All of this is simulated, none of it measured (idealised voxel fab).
The name of this process module is voxel spacer lines.
Displayed cross-section: cut, width of 220 nm, square cells sized 5 nm.
If you're reading a cross-section in this doc, picture square cells in a grid; it comes to you as bands, top ones listed first down to the bottom, and a band can be one or more rows of cells. Heads up on the band format: heights come first, top then bottom, in nm. After that it's the materials left to right, each with its width in nm. A single material flagged "full width" fills the whole band edge to edge, and "air" means there's empty space there. Height reference: 0 = level under which incoming wafer is all one material. Lowest band: no bottom, runs on downward, e.g. "top 0, no bottom". The two numbers in a width such as "30 to 40" mark its ends across the band: the first belongs to the top row of cells, the second to the bottom row, and from each row to the next the width moves by the same amount. Step marked "nothing was modified"? Then no cell in the cross-section changed in it. Empty spaces counting at least 8 cells and having no open way to the top are listed in "Closed void table". The notation width x height at distance is used for each, the distance being from the left edge and all three values in nm. Where a step's line continues beyond its settings, the continuation is a remark by the simulator itself on that step. If you see "overlay nm" on a step's line and that step has a mask, it's telling you how far right of where it was planned the mask ended up; a negative number means it went left instead.
List of planned process steps
- 1: RECEIVE [material Si]
- 2: CONFORMAL_DEP [material Al2O3] [thk nm 5]
- 3: DIRECTIONAL_DEP [material W] [thk nm 10]
- 4: DIRECTIONAL_DEP [material aC] [thk nm 20]
- 5: PATTERN [tone cover] [mask id MANDREL] [material resist] [width nm 15] [pitch nm 60] [thk nm 30] [overlay nm 0]
- 6: DIRECTIONAL_ETCH [etch materials aC] [depth nm 20]
- 7: STRIP [etch materials resist]
- 8: CONFORMAL_DEP [material SiO2] [thk nm 15]
- 9: DIRECTIONAL_ETCH [etch materials SiO2] [depth nm 15]
- 10: STRIP [etch materials aC]
- 11: DIRECTIONAL_ETCH [etch materials W] [depth nm 10]
- 12: STRIP [etch materials SiO2]
- 13: FILL_DEP [material SiO2] [thk nm 10]
- 14: CMP [height nm 15]
Cross-sectional view of the wafer in its as-received condition, corresponding to the state after step 1
top 0, no bottom: Si full width
Closed void table: none
Starting structure and process plan are as shown above, but one mistake was made in running the module; the wafer cross-section at the end of the module follows
top 15, bottom 5: 50 SiO2 / 15 W / 25 SiO2 / 15 W / 5 SiO2 / 15 W / 25 SiO2 / 15 W / 55 SiO2
top 5, bottom 0: Al2O3 full width
top 0, no bottom: Si full width
Closed void table: none
It is concluded that the wafer was processed incorrectly with respect to the plan, in that heads up, step 5 didn't go per plan, it actually ran as PATTERN [tone cover] [mask id MANDREL] [material resist] [width nm 25] [pitch nm 60] [thk nm 30] [overlay nm 0]
